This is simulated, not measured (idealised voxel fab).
Presented below is a process module, voxel self aligned vias.
Shown is cross-section cut, with a width of 215 nm and square cells of size 5 nm.
Notation: cross-section as square-cell grid; stated in bands, top first, going down; one or more cell rows per band. Per band: top height and bottom height in nm, followed by the left-to-right materials and their widths in nm; "throughout" marks a single material spanning edge to edge, "blank" marks empty space. Height reference: 0 = level under which incoming wafer is all one material. Lowest band: no bottom, runs on downward, e.g. "0 and below". Graded width ("30 to 40"): value in top row of band = first number; value in bottom row = second number; row-to-row change constant. "remained the same" after a step means that no cell of the cross-section changed. Closed empty spaces (no open way to the top) of 8 cells or more are what "Closed void listing" lists, each as width x height at distance from the left edge, nm for all three. Formally, on a step line, whatever follows the settings is a remark that the simulator itself makes on the step. A step's line can hold "overlay nm"; with a mask on that step, the setting says how far right of the planned place the mask lay, while a negative setting says it lay to the left.

### The planned process steps are enumerated hereunder
1,RECEIVE, material Si
2,CONFORMAL_DEP, material SiO2, thk nm 10
3,CONFORMAL_DEP, material SiCN, thk nm 5
4,DIRECTIONAL_DEP, material lowk, thk nm 25
5,PATTERN, tone open, mask id LINES, material resist, width nm 25, pitch nm 55, thk nm 20, overlay nm 0
6,DIRECTIONAL_ETCH, etch materials lowk, depth nm 25
7,STRIP, etch materials resist
8,CONFORMAL_DEP, material TiN, thk nm 5
9,FILL_DEP, material W, thk nm 10
10,CMP, height nm 40
11,SELECTIVE_ETCH, etch materials W Ru TiN, depth nm 5
12,FILL_DEP, material SiN, thk nm 5
13,CMP, height nm 40
14,DIRECTIONAL_DEP, material lowk, thk nm 20
15,MASKED_ETCH, tone open, mask id VIAS, width nm 35, pitch nm 110, etch materials lowk, depth nm 20, overlay nm 0
16,MASKED_ETCH, tone open, mask id VIAS, width nm 35, pitch nm 110, etch materials SiN, depth nm 5, overlay nm 0
17,CONFORMAL_DEP, material TiN, thk nm 5
18,FILL_DEP, material W, thk nm 10
19,CMP, height nm 60
20,CONFORMAL_DEP, material SiN, thk nm 5

### first wafer, as planned

### Cross-section of the incoming wafer, state after step 1
- 0 and below  Si throughout
- Closed void listing: none

### after step 2
- 10 down to 0  SiO2 throughout
- For the remainder of the cross-section, below 0, there is no change.

### after step 3
- 15 down to 10  SiCN throughout
- For the remainder of the cross-section, below 10, there is no change.

### after step 4
- 40 down to 15  lowk throughout
- For the remainder of the cross-section, below 15, there is no change.

### after step 5
- 60 down to 40  resist: 40, then blank: 25, then resist: 30, then blank: 25, then resist: 30, then blank: 25, then resist: 40
- For the remainder of the cross-section, below 40, there is no change.

### after step 6
- 60 down to 40  resist: 40, then blank: 25, then resist: 30, then blank: 25, then resist: 30, then blank: 25, then resist: 40
- 40 down to 15  lowk: 40, then blank: 25, then lowk: 30, then blank: 25, then lowk: 30, then blank: 25, then lowk: 40
- For the remainder of the cross-section, below 15, there is no change.

### after step 7
- 40 down to 15  lowk: 40, then blank: 25, then lowk: 30, then blank: 25, then lowk: 30, then blank: 25, then lowk: 40
- For the remainder of the cross-section, below 15, there is no change.

### after step 8
- 45 down to 40  TiN: 45, then blank: 15, then TiN: 40, then blank: 15, then TiN: 40, then blank: 15, then TiN: 45
- 40 down to 20  lowk: 40, then TiN: 5, then blank: 15, then TiN: 5, then lowk: 30, then TiN: 5, then blank: 15, then TiN: 5, then lowk: 30, then TiN: 5, then blank: 15, then TiN: 5, then lowk: 40
- 20 down to 15  lowk: 40, then TiN: 25, then lowk: 30, then TiN: 25, then lowk: 30, then TiN: 25, then lowk: 40
- For the remainder of the cross-section, below 15, there is no change.

### after step 9
- 55 down to 45  W throughout
- 45 down to 40  TiN: 45, then W: 15, then TiN: 40, then W: 15, then TiN: 40, then W: 15, then TiN: 45
- 40 down to 20  lowk: 40, then TiN: 5, then W: 15, then TiN: 5, then lowk: 30, then TiN: 5, then W: 15, then TiN: 5, then lowk: 30, then TiN: 5, then W: 15, then TiN: 5, then lowk: 40
- For the remainder of the cross-section, below 20, there is no change.

### after step 10
- 40 down to 20  lowk: 40, then TiN: 5, then W: 15, then TiN: 5, then lowk: 30, then TiN: 5, then W: 15, then TiN: 5, then lowk: 30, then TiN: 5, then W: 15, then TiN: 5, then lowk: 40
- For the remainder of the cross-section, below 20, there is no change.

### after step 11
- 40 down to 35  lowk: 40, then blank: 25, then lowk: 30, then blank: 25, then lowk: 30, then blank: 25, then lowk: 40
- For the remainder of the cross-section, below 35, there is no change.

### after step 12
- 45 down to 40  SiN throughout
- 40 down to 35  lowk: 40, then SiN: 25, then lowk: 30, then SiN: 25, then lowk: 30, then SiN: 25, then lowk: 40
- For the remainder of the cross-section, below 35, there is no change.

### after step 13
- 40 down to 35  lowk: 40, then SiN: 25, then lowk: 30, then SiN: 25, then lowk: 30, then SiN: 25, then lowk: 40
- For the remainder of the cross-section, below 35, there is no change.

### after step 14
- 60 down to 40  lowk throughout
- For the remainder of the cross-section, below 40, there is no change.

### after step 15
- 60 down to 40  lowk: 35, then blank: 35, then lowk: 75, then blank: 35, then lowk: 35
- For the remainder of the cross-section, below 40, there is no change.

### after step 16
- 60 down to 40  lowk: 35, then blank: 35, then lowk: 75, then blank: 35, then lowk: 35
- 40 down to 35  lowk: 40, then blank: 25, then lowk: 30, then SiN: 25, then lowk: 30, then blank: 25, then lowk: 40
- For the remainder of the cross-section, below 35, there is no change.

### after step 17
- 65 down to 60  TiN: 40, then blank: 25, then TiN: 85, then blank: 25, then TiN: 40
- 60 down to 45  lowk: 35, then TiN: 5, then blank: 25, then TiN: 5, then lowk: 75, then TiN: 5, then blank: 25, then TiN: 5, then lowk: 35
- 45 down to 40  lowk: 35, then TiN: 10, then blank: 15, then TiN: 10, then lowk: 75, then TiN: 10, then blank: 15, then TiN: 10, then lowk: 35
- 40 down to 35  lowk: 40, then TiN: 25, then lowk: 30, then SiN: 25, then lowk: 30, then TiN: 25, then lowk: 40
- For the remainder of the cross-section, below 35, there is no change.

### after step 18
- 75 down to 65  W throughout
- 65 down to 60  TiN: 40, then W: 25, then TiN: 85, then W: 25, then TiN: 40
- 60 down to 45  lowk: 35, then TiN: 5, then W: 25, then TiN: 5, then lowk: 75, then TiN: 5, then W: 25, then TiN: 5, then lowk: 35
- 45 down to 40  lowk: 35, then TiN: 10, then W: 15, then TiN: 10, then lowk: 75, then TiN: 10, then W: 15, then TiN: 10, then lowk: 35
- For the remainder of the cross-section, below 40, there is no change.

### after step 19
- 60 down to 45  lowk: 35, then TiN: 5, then W: 25, then TiN: 5, then lowk: 75, then TiN: 5, then W: 25, then TiN: 5, then lowk: 35
- For the remainder of the cross-section, below 45, there is no change.

### after step 20
- 65 down to 60  SiN throughout
- For the remainder of the cross-section, below 60, there is no change.

### second wafer: like start, like plan, one mistake. Through step 2 it matches the first wafer

### Second wafer profile in section, at the moment step 3 of the plan was meant to be complete
- 35 down to 10  lowk throughout
- For the remainder of the cross-section, below 10, there is no change.

### Second wafer profile in section, at the moment step 4 of the plan was meant to be complete
- 40 down to 35  SiCN throughout
- For the remainder of the cross-section, below 35, there is no change.

### Second wafer profile in section, at the moment step 5 of the plan was meant to be complete
- 60 down to 40  resist: 40, then blank: 25, then resist: 30, then blank: 25, then resist: 30, then blank: 25, then resist: 40
- For the remainder of the cross-section, below 40, there is no change.

Second wafer profile in section, at the moment step 6 of the plan was meant to be complete: remained the same

### Second wafer profile in section, at the moment step 7 of the plan was meant to be complete
- 40 down to 35  SiCN throughout
- For the remainder of the cross-section, below 35, there is no change.

### Second wafer profile in section, at the moment step 8 of the plan was meant to be complete
- 45 down to 40  TiN throughout
- For the remainder of the cross-section, below 40, there is no change.

### Second wafer profile in section, at the moment step 9 of the plan was meant to be complete
- 55 down to 45  W throughout
- For the remainder of the cross-section, below 45, there is no change.

### Second wafer profile in section, at the moment step 10 of the plan was meant to be complete
- 40 down to 35  SiCN throughout
- For the remainder of the cross-section, below 35, there is no change.

Second wafer profile in section, at the moment step 11 of the plan was meant to be complete: remained the same

### Second wafer profile in section, at the moment step 12 of the plan was meant to be complete
- 45 down to 40  SiN throughout
- For the remainder of the cross-section, below 40, there is no change.

### Second wafer profile in section, at the moment step 13 of the plan was meant to be complete
- 40 down to 35  SiCN throughout
- For the remainder of the cross-section, below 35, there is no change.

### Second wafer profile in section, at the moment step 14 of the plan was meant to be complete
- 60 down to 40  lowk throughout
- For the remainder of the cross-section, below 40, there is no change.

### Second wafer profile in section, at the moment step 15 of the plan was meant to be complete
- 60 down to 40  lowk: 35, then blank: 35, then lowk: 75, then blank: 35, then lowk: 35
- For the remainder of the cross-section, below 40, there is no change.

Second wafer profile in section, at the moment step 16 of the plan was meant to be complete: remained the same

### Second wafer profile in section, at the moment step 17 of the plan was meant to be complete
- 65 down to 60  TiN: 40, then blank: 25, then TiN: 85, then blank: 25, then TiN: 40
- 60 down to 45  lowk: 35, then TiN: 5, then blank: 25, then TiN: 5, then lowk: 75, then TiN: 5, then blank: 25, then TiN: 5, then lowk: 35
- 45 down to 40  lowk: 35, then TiN: 35, then lowk: 75, then TiN: 35, then lowk: 35
- For the remainder of the cross-section, below 40, there is no change.

### Second wafer profile in section, at the moment step 18 of the plan was meant to be complete
- 75 down to 65  W throughout
- 65 down to 60  TiN: 40, then W: 25, then TiN: 85, then W: 25, then TiN: 40
- 60 down to 45  lowk: 35, then TiN: 5, then W: 25, then TiN: 5, then lowk: 75, then TiN: 5, then W: 25, then TiN: 5, then lowk: 35
- For the remainder of the cross-section, below 45, there is no change.

### Second wafer profile in section, at the moment step 19 of the plan was meant to be complete
- 60 down to 45  lowk: 35, then TiN: 5, then W: 25, then TiN: 5, then lowk: 75, then TiN: 5, then W: 25, then TiN: 5, then lowk: 35
- For the remainder of the cross-section, below 45, there is no change.

### Second wafer profile in section, at the moment step 20 of the plan was meant to be complete
- 65 down to 60  SiN throughout
- For the remainder of the cross-section, below 60, there is no change.
Deviation from plan: order of steps 3 and 4 inverted relative to the plan
Count the cells at the end and the second wafer has more or fewer of some materials than the first: 5 fewer of SiN, 37 fewer of TiN, 33 fewer of W, 75 more of lowk
